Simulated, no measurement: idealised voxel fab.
Process module in this document: voxel trench capacitor
The width of the displayed cross-section, cut, is 225 nm; its cells are square, with a size of 5 nm.
This document writes a cross-section as a grid whose cells are square, and gives it as bands, listed from the top down; one or more rows of cells form a band.
First you get the band's top height and its bottom height, in nm, and then the materials it's made of, left to right, with each width in nm. If you see a single material with "full width", that one covers the band edge to edge. "air" is empty space.
It should be noted that heights are counted from 0, beneath which the wafer as supplied is of one material throughout, and that the lowest band possesses no lower boundary but continues downward, as written in "0 down".
Read "30->40" as a graded width: first number on top, second number at the bottom, same change between each pair of neighbouring rows.
"nothing got changed" after a step means that no cell of the cross-section changed.
Empty spaces counting at least 8 cells and having no open way to the top are listed in "Closed internal voids". The notation width x height at distance is used for each, the distance being from the left edge and all three values in nm.
Whatever follows a step's settings on its line is a remark the simulator itself makes about that step.
If you see "overlay nm" on a step's line and that step has a mask, it's telling you how far right of where it was planned the mask ended up; a negative number means it went left instead.
Layout of what follows: cross-section pairs, each bracketing one process step, the after cross-section shown only to the lowest band that changed, the step between and its settings noted under each pair. Pairs may originate in different runs of this module on the same starting wafer; a pair continues from the pair above only where its entry headed "Before processing step" says so.
Before processing step
- 0 down: Si full width
- Closed internal voids: none
Step Result
- 5 to 0: SiN full width
- Below 0, no change.
- Closed internal voids: none
Between the two cross-sections above, the process step reads CONFORMAL_DEP, material SiN, thk nm 5
Before processing step: the pre-step structure is the one depicted after the step in the pair just above.
Step Result
- 5 to 0: 25 nm SiN; 25 nm air; 25 nm SiN; 25 nm air; 25 nm SiN; 25 nm air; 25 nm SiN; 25 nm air; 25 nm SiN
- Below 0, no change.
- Closed internal voids: none
Between the two cross-sections above, the process step reads MASKED_ETCH, tone open, mask id TRENCH, width nm 25, pitch nm 50, etch materials SiN, depth nm 5, overlay nm 0
Before processing step: the pre-step structure is the one depicted after the step in the pair just above.
Step Result
- 5 to 0: 25 nm SiN; 25 nm air; 25 nm SiN; 25 nm air; 25 nm SiN; 25 nm air; 25 nm SiN; 25 nm air; 25 nm SiN
- 0 to -40: 25 nm Si; 25 nm air; 25 nm Si; 25 nm air; 25 nm Si; 25 nm air; 25 nm Si; 25 nm air; 25 nm Si
- Below -40, no change.
- Closed internal voids: none
Between the two cross-sections above, the process step reads MASKED_ETCH, tone open, mask id TRENCH, width nm 25, pitch nm 50, etch materials Si, depth nm 40, overlay nm 0
Before processing step: the pre-step structure is the one depicted after the step in the pair just above.
Step Result
- 10 to 5: 30 nm HfO2; 15 nm air; 35 nm HfO2; 15 nm air; 35 nm HfO2; 15 nm air; 35 nm HfO2; 15 nm air; 30 nm HfO2
- 5 to 0: 25 nm SiN; 5 nm HfO2; 15 nm air; 5 nm HfO2; 25 nm SiN; 5 nm HfO2; 15 nm air; 5 nm HfO2; 25 nm SiN; 5 nm HfO2; 15 nm air; 5 nm HfO2; 25 nm SiN; 5 nm HfO2; 15 nm air; 5 nm HfO2; 25 nm SiN
- 0 to -35: 25 nm Si; 5 nm HfO2; 15 nm air; 5 nm HfO2; 25 nm Si; 5 nm HfO2; 15 nm air; 5 nm HfO2; 25 nm Si; 5 nm HfO2; 15 nm air; 5 nm HfO2; 25 nm Si; 5 nm HfO2; 15 nm air; 5 nm HfO2; 25 nm Si
- -35 to -40: 25 nm Si; 25 nm HfO2; 25 nm Si; 25 nm HfO2; 25 nm Si; 25 nm HfO2; 25 nm Si; 25 nm HfO2; 25 nm Si
- Below -40, no change.
- Closed internal voids: none
Between the two cross-sections above, the process step reads CONFORMAL_DEP, material HfO2, thk nm 5
Before processing step: the pre-step structure is the one depicted after the step in the pair just above.
Step Result
- 15 to 10: 35 nm TiN; 5 nm air; 45 nm TiN; 5 nm air; 45 nm TiN; 5 nm air; 45 nm TiN; 5 nm air; 35 nm TiN
- 10 to 5: 30 nm HfO2; 5 nm TiN; 5 nm air; 5 nm TiN; 35 nm HfO2; 5 nm TiN; 5 nm air; 5 nm TiN; 35 nm HfO2; 5 nm TiN; 5 nm air; 5 nm TiN; 35 nm HfO2; 5 nm TiN; 5 nm air; 5 nm TiN; 30 nm HfO2
- 5 to 0: 25 nm SiN; 5 nm HfO2; 5 nm TiN; 5 nm air; 5 nm TiN; 5 nm HfO2; 25 nm SiN; 5 nm HfO2; 5 nm TiN; 5 nm air; 5 nm TiN; 5 nm HfO2; 25 nm SiN; 5 nm HfO2; 5 nm TiN; 5 nm air; 5 nm TiN; 5 nm HfO2; 25 nm SiN; 5 nm HfO2; 5 nm TiN; 5 nm air; 5 nm TiN; 5 nm HfO2; 25 nm SiN
- 0 to -30: 25 nm Si; 5 nm HfO2; 5 nm TiN; 5 nm air; 5 nm TiN; 5 nm HfO2; 25 nm Si; 5 nm HfO2; 5 nm TiN; 5 nm air; 5 nm TiN; 5 nm HfO2; 25 nm Si; 5 nm HfO2; 5 nm TiN; 5 nm air; 5 nm TiN; 5 nm HfO2; 25 nm Si; 5 nm HfO2; 5 nm TiN; 5 nm air; 5 nm TiN; 5 nm HfO2; 25 nm Si
- -30 to -35: 25 nm Si; 5 nm HfO2; 15 nm TiN; 5 nm HfO2; 25 nm Si; 5 nm HfO2; 15 nm TiN; 5 nm HfO2; 25 nm Si; 5 nm HfO2; 15 nm TiN; 5 nm HfO2; 25 nm Si; 5 nm HfO2; 15 nm TiN; 5 nm HfO2; 25 nm Si
- Below -35, no change.
- Closed internal voids: none
Between the two cross-sections above, the process step reads CONFORMAL_DEP, material TiN, thk nm 5
Before processing step: the pre-step structure is the one depicted after the step in the pair just above.
Step Result
- 20 to 15: W full width
- 15 to 10: 35 nm TiN; 5 nm W; 45 nm TiN; 5 nm W; 45 nm TiN; 5 nm W; 45 nm TiN; 5 nm W; 35 nm TiN
- 10 to 5: 30 nm HfO2; 5 nm TiN; 5 nm W; 5 nm TiN; 35 nm HfO2; 5 nm TiN; 5 nm W; 5 nm TiN; 35 nm HfO2; 5 nm TiN; 5 nm W; 5 nm TiN; 35 nm HfO2; 5 nm TiN; 5 nm W; 5 nm TiN; 30 nm HfO2
- 5 to 0: 25 nm SiN; 5 nm HfO2; 5 nm TiN; 5 nm W; 5 nm TiN; 5 nm HfO2; 25 nm SiN; 5 nm HfO2; 5 nm TiN; 5 nm W; 5 nm TiN; 5 nm HfO2; 25 nm SiN; 5 nm HfO2; 5 nm TiN; 5 nm W; 5 nm TiN; 5 nm HfO2; 25 nm SiN; 5 nm HfO2; 5 nm TiN; 5 nm W; 5 nm TiN; 5 nm HfO2; 25 nm SiN
- 0 to -30: 25 nm Si; 5 nm HfO2; 5 nm TiN; 5 nm W; 5 nm TiN; 5 nm HfO2; 25 nm Si; 5 nm HfO2; 5 nm TiN; 5 nm W; 5 nm TiN; 5 nm HfO2; 25 nm Si; 5 nm HfO2; 5 nm TiN; 5 nm W; 5 nm TiN; 5 nm HfO2; 25 nm Si; 5 nm HfO2; 5 nm TiN; 5 nm W; 5 nm TiN; 5 nm HfO2; 25 nm Si
- Below -30, no change.
- Closed internal voids: none
Between the two cross-sections above, the process step reads FILL_DEP, material W, thk nm 5
Before processing step: the pre-step structure is the one depicted after the step in the pair just above.
Step Result
- 5 to 0: 25 nm SiN; 5 nm HfO2; 5 nm TiN; 5 nm W; 5 nm TiN; 5 nm HfO2; 25 nm SiN; 5 nm HfO2; 5 nm TiN; 5 nm W; 5 nm TiN; 5 nm HfO2; 25 nm SiN; 5 nm HfO2; 5 nm TiN; 5 nm W; 5 nm TiN; 5 nm HfO2; 25 nm SiN; 5 nm HfO2; 5 nm TiN; 5 nm W; 5 nm TiN; 5 nm HfO2; 25 nm SiN
- Below 0, no change.
- Closed internal voids: none
Between the two cross-sections above, the process step reads CMP, height nm 5
Before processing step
- 5 to 0: 25 nm SiN; 25 nm air; 25 nm SiN; 25 nm air; 25 nm SiN; 25 nm air; 25 nm SiN; 25 nm air; 25 nm SiN
- 0 to -40: 25 nm Si; 25 nm air; 25 nm Si; 25 nm air; 25 nm Si; 25 nm air; 25 nm Si; 25 nm air; 25 nm Si
- -40 down: Si full width
- Closed internal voids: none
Step Result
- 10 to 5: 30 nm TiN; 15 nm air; 35 nm TiN; 15 nm air; 35 nm TiN; 15 nm air; 35 nm TiN; 15 nm air; 30 nm TiN
- 5 to 0: 25 nm SiN; 5 nm TiN; 15 nm air; 5 nm TiN; 25 nm SiN; 5 nm TiN; 15 nm air; 5 nm TiN; 25 nm SiN; 5 nm TiN; 15 nm air; 5 nm TiN; 25 nm SiN; 5 nm TiN; 15 nm air; 5 nm TiN; 25 nm SiN
- 0 to -35: 25 nm Si; 5 nm TiN; 15 nm air; 5 nm TiN; 25 nm Si; 5 nm TiN; 15 nm air; 5 nm TiN; 25 nm Si; 5 nm TiN; 15 nm air; 5 nm TiN; 25 nm Si; 5 nm TiN; 15 nm air; 5 nm TiN; 25 nm Si
- -35 to -40: 25 nm Si; 25 nm TiN; 25 nm Si; 25 nm TiN; 25 nm Si; 25 nm TiN; 25 nm Si; 25 nm TiN; 25 nm Si
- Below -40, no change.
- Closed internal voids: none
Between the two cross-sections above, the process step reads CONFORMAL_DEP, material TiN, thk nm 5
Before processing step: the pre-step structure is the one depicted after the step in the pair just above.
Step Result
- 15 to 10: W full width
- 10 to 5: 30 nm TiN; 15 nm W; 35 nm TiN; 15 nm W; 35 nm TiN; 15 nm W; 35 nm TiN; 15 nm W; 30 nm TiN
- 5 to 0: 25 nm SiN; 5 nm TiN; 15 nm W; 5 nm TiN; 25 nm SiN; 5 nm TiN; 15 nm W; 5 nm TiN; 25 nm SiN; 5 nm TiN; 15 nm W; 5 nm TiN; 25 nm SiN; 5 nm TiN; 15 nm W; 5 nm TiN; 25 nm SiN
- 0 to -35: 25 nm Si; 5 nm TiN; 15 nm W; 5 nm TiN; 25 nm Si; 5 nm TiN; 15 nm W; 5 nm TiN; 25 nm Si; 5 nm TiN; 15 nm W; 5 nm TiN; 25 nm Si; 5 nm TiN; 15 nm W; 5 nm TiN; 25 nm Si
- Below -35, no change.
- Closed internal voids: none
Between the two cross-sections above, the process step reads FILL_DEP, material W, thk nm 5
Before processing step: the pre-step structure is the one depicted after the step in the pair just above.
Step Result
- 5 to 0: 25 nm SiN; 5 nm TiN; 15 nm W; 5 nm TiN; 25 nm SiN; 5 nm TiN; 15 nm W; 5 nm TiN; 25 nm SiN; 5 nm TiN; 15 nm W; 5 nm TiN; 25 nm SiN; 5 nm TiN; 15 nm W; 5 nm TiN; 25 nm SiN
- Below 0, no change.
- Closed internal voids: none
Between the two cross-sections above, the process step reads CMP, height nm 5
Before processing step
- 5 to 0: 25 nm SiN; 25 nm air; 25 nm SiN; 25 nm air; 25 nm SiN; 25 nm air; 25 nm SiN; 25 nm air; 25 nm SiN
- 0 to -40: 25 nm Si; 25 nm air; 25 nm Si; 25 nm air; 25 nm Si; 25 nm air; 25 nm Si; 25 nm air; 25 nm Si
- -40 down: Si full width
- Closed internal voids: none
Step Result
- 5 to 0: 25 nm SiN; 25 nm air; 25 nm SiN; 25 nm air; 25 nm SiN; 25 nm air; 25 nm SiN; 25 nm air; 25 nm SiN
- 0 to -80: 25 nm Si; 25 nm air; 25 nm Si; 25 nm air; 25 nm Si; 25 nm air; 25 nm Si; 25 nm air; 25 nm Si
- Below -80, no change.
- Closed internal voids: none
Between the two cross-sections above, the process step reads MASKED_ETCH, tone open, mask id TRENCH, width nm 25, pitch nm 50, etch materials Si, depth nm 40, overlay nm 0
Before processing step: the pre-step structure is the one depicted after the step in the pair just above.
Step Result
- 10 to 5: 30 nm HfO2; 15 nm air; 35 nm HfO2; 15 nm air; 35 nm HfO2; 15 nm air; 35 nm HfO2; 15 nm air; 30 nm HfO2
- 5 to 0: 25 nm SiN; 5 nm HfO2; 15 nm air; 5 nm HfO2; 25 nm SiN; 5 nm HfO2; 15 nm air; 5 nm HfO2; 25 nm SiN; 5 nm HfO2; 15 nm air; 5 nm HfO2; 25 nm SiN; 5 nm HfO2; 15 nm air; 5 nm HfO2; 25 nm SiN
- 0 to -75: 25 nm Si; 5 nm HfO2; 15 nm air; 5 nm HfO2; 25 nm Si; 5 nm HfO2; 15 nm air; 5 nm HfO2; 25 nm Si; 5 nm HfO2; 15 nm air; 5 nm HfO2; 25 nm Si; 5 nm HfO2; 15 nm air; 5 nm HfO2; 25 nm Si
- -75 to -80: 25 nm Si; 25 nm HfO2; 25 nm Si; 25 nm HfO2; 25 nm Si; 25 nm HfO2; 25 nm Si; 25 nm HfO2; 25 nm Si
- Below -80, no change.
- Closed internal voids: none
Between the two cross-sections above, the process step reads CONFORMAL_DEP, material HfO2, thk nm 5
Before processing step: the pre-step structure is the one depicted after the step in the pair just above.
Step Result
- 15 to 10: 35 nm TiN; 5 nm air; 45 nm TiN; 5 nm air; 45 nm TiN; 5 nm air; 45 nm TiN; 5 nm air; 35 nm TiN
- 10 to 5: 30 nm HfO2; 5 nm TiN; 5 nm air; 5 nm TiN; 35 nm HfO2; 5 nm TiN; 5 nm air; 5 nm TiN; 35 nm HfO2; 5 nm TiN; 5 nm air; 5 nm TiN; 35 nm HfO2; 5 nm TiN; 5 nm air; 5 nm TiN; 30 nm HfO2
- 5 to 0: 25 nm SiN; 5 nm HfO2; 5 nm TiN; 5 nm air; 5 nm TiN; 5 nm HfO2; 25 nm SiN; 5 nm HfO2; 5 nm TiN; 5 nm air; 5 nm TiN; 5 nm HfO2; 25 nm SiN; 5 nm HfO2; 5 nm TiN; 5 nm air; 5 nm TiN; 5 nm HfO2; 25 nm SiN; 5 nm HfO2; 5 nm TiN; 5 nm air; 5 nm TiN; 5 nm HfO2; 25 nm SiN
- 0 to -70: 25 nm Si; 5 nm HfO2; 5 nm TiN; 5 nm air; 5 nm TiN; 5 nm HfO2; 25 nm Si; 5 nm HfO2; 5 nm TiN; 5 nm air; 5 nm TiN; 5 nm HfO2; 25 nm Si; 5 nm HfO2; 5 nm TiN; 5 nm air; 5 nm TiN; 5 nm HfO2; 25 nm Si; 5 nm HfO2; 5 nm TiN; 5 nm air; 5 nm TiN; 5 nm HfO2; 25 nm Si
- -70 to -75: 25 nm Si; 5 nm HfO2; 15 nm TiN; 5 nm HfO2; 25 nm Si; 5 nm HfO2; 15 nm TiN; 5 nm HfO2; 25 nm Si; 5 nm HfO2; 15 nm TiN; 5 nm HfO2; 25 nm Si; 5 nm HfO2; 15 nm TiN; 5 nm HfO2; 25 nm Si
- Below -75, no change.
- Closed internal voids: none
Between the two cross-sections above, the process step reads CONFORMAL_DEP, material TiN, thk nm 5
Before processing step: the pre-step structure is the one depicted after the step in the pair just above.
Step Result
- 20 to 15: W full width
- 15 to 10: 35 nm TiN; 5 nm W; 45 nm TiN; 5 nm W; 45 nm TiN; 5 nm W; 45 nm TiN; 5 nm W; 35 nm TiN
- 10 to 5: 30 nm HfO2; 5 nm TiN; 5 nm W; 5 nm TiN; 35 nm HfO2; 5 nm TiN; 5 nm W; 5 nm TiN; 35 nm HfO2; 5 nm TiN; 5 nm W; 5 nm TiN; 35 nm HfO2; 5 nm TiN; 5 nm W; 5 nm TiN; 30 nm HfO2
- 5 to 0: 25 nm SiN; 5 nm HfO2; 5 nm TiN; 5 nm W; 5 nm TiN; 5 nm HfO2; 25 nm SiN; 5 nm HfO2; 5 nm TiN; 5 nm W; 5 nm TiN; 5 nm HfO2; 25 nm SiN; 5 nm HfO2; 5 nm TiN; 5 nm W; 5 nm TiN; 5 nm HfO2; 25 nm SiN; 5 nm HfO2; 5 nm TiN; 5 nm W; 5 nm TiN; 5 nm HfO2; 25 nm SiN
- 0 to -70: 25 nm Si; 5 nm HfO2; 5 nm TiN; 5 nm W; 5 nm TiN; 5 nm HfO2; 25 nm Si; 5 nm HfO2; 5 nm TiN; 5 nm W; 5 nm TiN; 5 nm HfO2; 25 nm Si; 5 nm HfO2; 5 nm TiN; 5 nm W; 5 nm TiN; 5 nm HfO2; 25 nm Si; 5 nm HfO2; 5 nm TiN; 5 nm W; 5 nm TiN; 5 nm HfO2; 25 nm Si
- Below -70, no change.
- Closed internal voids: none
Between the two cross-sections above, the process step reads FILL_DEP, material W, thk nm 5
Before processing step: the pre-step structure is the one depicted after the step in the pair just above.
Step Result
- 5 to 0: 25 nm SiN; 5 nm HfO2; 5 nm TiN; 5 nm W; 5 nm TiN; 5 nm HfO2; 25 nm SiN; 5 nm HfO2; 5 nm TiN; 5 nm W; 5 nm TiN; 5 nm HfO2; 25 nm SiN; 5 nm HfO2; 5 nm TiN; 5 nm W; 5 nm TiN; 5 nm HfO2; 25 nm SiN; 5 nm HfO2; 5 nm TiN; 5 nm W; 5 nm TiN; 5 nm HfO2; 25 nm SiN
- Below 0, no change.
- Closed internal voids: none
Between the two cross-sections above, the process step reads CMP, height nm 5
Before processing step
- 10 to 5: 30 nm TiN; 15 nm air; 35 nm TiN; 15 nm air; 35 nm TiN; 15 nm air; 35 nm TiN; 15 nm air; 30 nm TiN
- 5 to 0: 25 nm SiN; 5 nm TiN; 15 nm air; 5 nm TiN; 25 nm SiN; 5 nm TiN; 15 nm air; 5 nm TiN; 25 nm SiN; 5 nm TiN; 15 nm air; 5 nm TiN; 25 nm SiN; 5 nm TiN; 15 nm air; 5 nm TiN; 25 nm SiN
- 0 to -35: 25 nm Si; 5 nm TiN; 15 nm air; 5 nm TiN; 25 nm Si; 5 nm TiN; 15 nm air; 5 nm TiN; 25 nm Si; 5 nm TiN; 15 nm air; 5 nm TiN; 25 nm Si; 5 nm TiN; 15 nm air; 5 nm TiN; 25 nm Si
- -35 to -40: 25 nm Si; 25 nm TiN; 25 nm Si; 25 nm TiN; 25 nm Si; 25 nm TiN; 25 nm Si; 25 nm TiN; 25 nm Si
- -40 down: Si full width
- Closed internal voids: none
Step Result
- 15 to 10: 35 nm HfO2; 5 nm air; 45 nm HfO2; 5 nm air; 45 nm HfO2; 5 nm air; 45 nm HfO2; 5 nm air; 35 nm HfO2
- 10 to 5: 30 nm TiN; 5 nm HfO2; 5 nm air; 5 nm HfO2; 35 nm TiN; 5 nm HfO2; 5 nm air; 5 nm HfO2; 35 nm TiN; 5 nm HfO2; 5 nm air; 5 nm HfO2; 35 nm TiN; 5 nm HfO2; 5 nm air; 5 nm HfO2; 30 nm TiN
- 5 to 0: 25 nm SiN; 5 nm TiN; 5 nm HfO2; 5 nm air; 5 nm HfO2; 5 nm TiN; 25 nm SiN; 5 nm TiN; 5 nm HfO2; 5 nm air; 5 nm HfO2; 5 nm TiN; 25 nm SiN; 5 nm TiN; 5 nm HfO2; 5 nm air; 5 nm HfO2; 5 nm TiN; 25 nm SiN; 5 nm TiN; 5 nm HfO2; 5 nm air; 5 nm HfO2; 5 nm TiN; 25 nm SiN
- 0 to -30: 25 nm Si; 5 nm TiN; 5 nm HfO2; 5 nm air; 5 nm HfO2; 5 nm TiN; 25 nm Si; 5 nm TiN; 5 nm HfO2; 5 nm air; 5 nm HfO2; 5 nm TiN; 25 nm Si; 5 nm TiN; 5 nm HfO2; 5 nm air; 5 nm HfO2; 5 nm TiN; 25 nm Si; 5 nm TiN; 5 nm HfO2; 5 nm air; 5 nm HfO2; 5 nm TiN; 25 nm Si
- -30 to -35: 25 nm Si; 5 nm TiN; 15 nm HfO2; 5 nm TiN; 25 nm Si; 5 nm TiN; 15 nm HfO2; 5 nm TiN; 25 nm Si; 5 nm TiN; 15 nm HfO2; 5 nm TiN; 25 nm Si; 5 nm TiN; 15 nm HfO2; 5 nm TiN; 25 nm Si
- Below -35, no change.
- Closed internal voids: none
Between the two cross-sections above, the process step reads CONFORMAL_DEP, material HfO2, thk nm 5
Before processing step: the pre-step structure is the one depicted after the step in the pair just above.
Step Result
- 20 to 15: W full width
- 15 to 10: 35 nm HfO2; 5 nm W; 45 nm HfO2; 5 nm W; 45 nm HfO2; 5 nm W; 45 nm HfO2; 5 nm W; 35 nm HfO2
- 10 to 5: 30 nm TiN; 5 nm HfO2; 5 nm W; 5 nm HfO2; 35 nm TiN; 5 nm HfO2; 5 nm W; 5 nm HfO2; 35 nm TiN; 5 nm HfO2; 5 nm W; 5 nm HfO2; 35 nm TiN; 5 nm HfO2; 5 nm W; 5 nm HfO2; 30 nm TiN
- 5 to 0: 25 nm SiN; 5 nm TiN; 5 nm HfO2; 5 nm W; 5 nm HfO2; 5 nm TiN; 25 nm SiN; 5 nm TiN; 5 nm HfO2; 5 nm W; 5 nm HfO2; 5 nm TiN; 25 nm SiN; 5 nm TiN; 5 nm HfO2; 5 nm W; 5 nm HfO2; 5 nm TiN; 25 nm SiN; 5 nm TiN; 5 nm HfO2; 5 nm W; 5 nm HfO2; 5 nm TiN; 25 nm SiN
- 0 to -30: 25 nm Si; 5 nm TiN; 5 nm HfO2; 5 nm W; 5 nm HfO2; 5 nm TiN; 25 nm Si; 5 nm TiN; 5 nm HfO2; 5 nm W; 5 nm HfO2; 5 nm TiN; 25 nm Si; 5 nm TiN; 5 nm HfO2; 5 nm W; 5 nm HfO2; 5 nm TiN; 25 nm Si; 5 nm TiN; 5 nm HfO2; 5 nm W; 5 nm HfO2; 5 nm TiN; 25 nm Si
- Below -30, no change.
- Closed internal voids: none
Between the two cross-sections above, the process step reads FILL_DEP, material W, thk nm 5
Before processing step: the pre-step structure is the one depicted after the step in the pair just above.
Step Result
- 5 to 0: 25 nm SiN; 5 nm TiN; 5 nm HfO2; 5 nm W; 5 nm HfO2; 5 nm TiN; 25 nm SiN; 5 nm TiN; 5 nm HfO2; 5 nm W; 5 nm HfO2; 5 nm TiN; 25 nm SiN; 5 nm TiN; 5 nm HfO2; 5 nm W; 5 nm HfO2; 5 nm TiN; 25 nm SiN; 5 nm TiN; 5 nm HfO2; 5 nm W; 5 nm HfO2; 5 nm TiN; 25 nm SiN
- Below 0, no change.
- Closed internal voids: none
Between the two cross-sections above, the process step reads CMP, height nm 5
Before processing step
- 5 to 0: 25 nm SiN; 25 nm air; 25 nm SiN; 25 nm air; 25 nm SiN; 25 nm air; 25 nm SiN; 25 nm air; 25 nm SiN
- 0 down: Si full width
- Closed internal voids: none
Step Result
- 5 to 0: 25 nm SiN; 25 nm air; 25 nm SiN; 25 nm air; 25 nm SiN; 25 nm air; 25 nm SiN; 25 nm air; 25 nm SiN
- 0 to -45: 25 nm Si; 25 nm air; 25 nm Si; 25 nm air; 25 nm Si; 25 nm air; 25 nm Si; 25 nm air; 25 nm Si
- Below -45, no change.
- Closed internal voids: none
Between the two cross-sections above, the process step reads MASKED_ETCH, tone open, mask id TRENCH, width nm 25, pitch nm 50, etch materials Si, depth nm 45, overlay nm 0
Before processing step: the pre-step structure is the one depicted after the step in the pair just above.
Step Result
- 10 to 5: 30 nm HfO2; 15 nm air; 35 nm HfO2; 15 nm air; 35 nm HfO2; 15 nm air; 35 nm HfO2; 15 nm air; 30 nm HfO2
- 5 to 0: 25 nm SiN; 5 nm HfO2; 15 nm air; 5 nm HfO2; 25 nm SiN; 5 nm HfO2; 15 nm air; 5 nm HfO2; 25 nm SiN; 5 nm HfO2; 15 nm air; 5 nm HfO2; 25 nm SiN; 5 nm HfO2; 15 nm air; 5 nm HfO2; 25 nm SiN
- 0 to -40: 25 nm Si; 5 nm HfO2; 15 nm air; 5 nm HfO2; 25 nm Si; 5 nm HfO2; 15 nm air; 5 nm HfO2; 25 nm Si; 5 nm HfO2; 15 nm air; 5 nm HfO2; 25 nm Si; 5 nm HfO2; 15 nm air; 5 nm HfO2; 25 nm Si
- -40 to -45: 25 nm Si; 25 nm HfO2; 25 nm Si; 25 nm HfO2; 25 nm Si; 25 nm HfO2; 25 nm Si; 25 nm HfO2; 25 nm Si
- Below -45, no change.
- Closed internal voids: none
Between the two cross-sections above, the process step reads CONFORMAL_DEP, material HfO2, thk nm 5
Before processing step: the pre-step structure is the one depicted after the step in the pair just above.
Step Result
- 15 to 10: 35 nm TiN; 5 nm air; 45 nm TiN; 5 nm air; 45 nm TiN; 5 nm air; 45 nm TiN; 5 nm air; 35 nm TiN
- 10 to 5: 30 nm HfO2; 5 nm TiN; 5 nm air; 5 nm TiN; 35 nm HfO2; 5 nm TiN; 5 nm air; 5 nm TiN; 35 nm HfO2; 5 nm TiN; 5 nm air; 5 nm TiN; 35 nm HfO2; 5 nm TiN; 5 nm air; 5 nm TiN; 30 nm HfO2
- 5 to 0: 25 nm SiN; 5 nm HfO2; 5 nm TiN; 5 nm air; 5 nm TiN; 5 nm HfO2; 25 nm SiN; 5 nm HfO2; 5 nm TiN; 5 nm air; 5 nm TiN; 5 nm HfO2; 25 nm SiN; 5 nm HfO2; 5 nm TiN; 5 nm air; 5 nm TiN; 5 nm HfO2; 25 nm SiN; 5 nm HfO2; 5 nm TiN; 5 nm air; 5 nm TiN; 5 nm HfO2; 25 nm SiN
- 0 to -35: 25 nm Si; 5 nm HfO2; 5 nm TiN; 5 nm air; 5 nm TiN; 5 nm HfO2; 25 nm Si; 5 nm HfO2; 5 nm TiN; 5 nm air; 5 nm TiN; 5 nm HfO2; 25 nm Si; 5 nm HfO2; 5 nm TiN; 5 nm air; 5 nm TiN; 5 nm HfO2; 25 nm Si; 5 nm HfO2; 5 nm TiN; 5 nm air; 5 nm TiN; 5 nm HfO2; 25 nm Si
- -35 to -40: 25 nm Si; 5 nm HfO2; 15 nm TiN; 5 nm HfO2; 25 nm Si; 5 nm HfO2; 15 nm TiN; 5 nm HfO2; 25 nm Si; 5 nm HfO2; 15 nm TiN; 5 nm HfO2; 25 nm Si; 5 nm HfO2; 15 nm TiN; 5 nm HfO2; 25 nm Si
- Below -40, no change.
- Closed internal voids: none
Between the two cross-sections above, the process step reads CONFORMAL_DEP, material TiN, thk nm 5
Before processing step: the pre-step structure is the one depicted after the step in the pair just above.
Step Result
- 20 to 15: W full width
- 15 to 10: 35 nm TiN; 5 nm W; 45 nm TiN; 5 nm W; 45 nm TiN; 5 nm W; 45 nm TiN; 5 nm W; 35 nm TiN
- 10 to 5: 30 nm HfO2; 5 nm TiN; 5 nm W; 5 nm TiN; 35 nm HfO2; 5 nm TiN; 5 nm W; 5 nm TiN; 35 nm HfO2; 5 nm TiN; 5 nm W; 5 nm TiN; 35 nm HfO2; 5 nm TiN; 5 nm W; 5 nm TiN; 30 nm HfO2
- 5 to 0: 25 nm SiN; 5 nm HfO2; 5 nm TiN; 5 nm W; 5 nm TiN; 5 nm HfO2; 25 nm SiN; 5 nm HfO2; 5 nm TiN; 5 nm W; 5 nm TiN; 5 nm HfO2; 25 nm SiN; 5 nm HfO2; 5 nm TiN; 5 nm W; 5 nm TiN; 5 nm HfO2; 25 nm SiN; 5 nm HfO2; 5 nm TiN; 5 nm W; 5 nm TiN; 5 nm HfO2; 25 nm SiN
- 0 to -35: 25 nm Si; 5 nm HfO2; 5 nm TiN; 5 nm W; 5 nm TiN; 5 nm HfO2; 25 nm Si; 5 nm HfO2; 5 nm TiN; 5 nm W; 5 nm TiN; 5 nm HfO2; 25 nm Si; 5 nm HfO2; 5 nm TiN; 5 nm W; 5 nm TiN; 5 nm HfO2; 25 nm Si; 5 nm HfO2; 5 nm TiN; 5 nm W; 5 nm TiN; 5 nm HfO2; 25 nm Si
- Below -35, no change.
- Closed internal voids: none
Between the two cross-sections above, the process step reads FILL_DEP, material W, thk nm 5
Before processing step: the pre-step structure is the one depicted after the step in the pair just above.
Step Result
- 5 to 0: 25 nm SiN; 5 nm HfO2; 5 nm TiN; 5 nm W; 5 nm TiN; 5 nm HfO2; 25 nm SiN; 5 nm HfO2; 5 nm TiN; 5 nm W; 5 nm TiN; 5 nm HfO2; 25 nm SiN; 5 nm HfO2; 5 nm TiN; 5 nm W; 5 nm TiN; 5 nm HfO2; 25 nm SiN; 5 nm HfO2; 5 nm TiN; 5 nm W; 5 nm TiN; 5 nm HfO2; 25 nm SiN
- Below 0, no change.
- Closed internal voids: none
Between the two cross-sections above, the process step reads CMP, height nm 5
Before processing step
- 5 to 0: SiN full width
- 0 down: Si full width
- Closed internal voids: none
Step Result
- 5 to 0: 30 nm SiN; 20 nm air; 30 nm SiN; 20 nm air; 30 nm SiN; 20 nm air; 30 nm SiN; 20 nm air; 25 nm SiN
- Below 0, no change.
- Closed internal voids: none
Between the two cross-sections above, the process step reads MASKED_ETCH, tone open, mask id TRENCH, width nm 20, pitch nm 50, etch materials SiN, depth nm 5, overlay nm 0
Before processing step: the pre-step structure is the one depicted after the step in the pair just above.
Step Result
- 5 to 0: 30 nm SiN; 20 nm air; 30 nm SiN; 20 nm air; 30 nm SiN; 20 nm air; 30 nm SiN; 20 nm air; 25 nm SiN
- 0 to -40: 30 nm Si; 20 nm air; 30 nm Si; 20 nm air; 30 nm Si; 20 nm air; 30 nm Si; 20 nm air; 25 nm Si
- Below -40, no change.
- Closed internal voids: none
Between the two cross-sections above, the process step reads MASKED_ETCH, tone open, mask id TRENCH, width nm 25, pitch nm 50, etch materials Si, depth nm 40, overlay nm 0
Before processing step: the pre-step structure is the one depicted after the step in the pair just above.
Step Result
- 10 to 5: 35 nm HfO2; 10 nm air; 40 nm HfO2; 10 nm air; 40 nm HfO2; 10 nm air; 40 nm HfO2; 10 nm air; 30 nm HfO2
- 5 to 0: 30 nm SiN; 5 nm HfO2; 10 nm air; 5 nm HfO2; 30 nm SiN; 5 nm HfO2; 10 nm air; 5 nm HfO2; 30 nm SiN; 5 nm HfO2; 10 nm air; 5 nm HfO2; 30 nm SiN; 5 nm HfO2; 10 nm air; 5 nm HfO2; 25 nm SiN
- 0 to -35: 30 nm Si; 5 nm HfO2; 10 nm air; 5 nm HfO2; 30 nm Si; 5 nm HfO2; 10 nm air; 5 nm HfO2; 30 nm Si; 5 nm HfO2; 10 nm air; 5 nm HfO2; 30 nm Si; 5 nm HfO2; 10 nm air; 5 nm HfO2; 25 nm Si
- -35 to -40: 30 nm Si; 20 nm HfO2; 30 nm Si; 20 nm HfO2; 30 nm Si; 20 nm HfO2; 30 nm Si; 20 nm HfO2; 25 nm Si
- Below -40, no change.
- Closed internal voids: none
Between the two cross-sections above, the process step reads CONFORMAL_DEP, material HfO2, thk nm 5
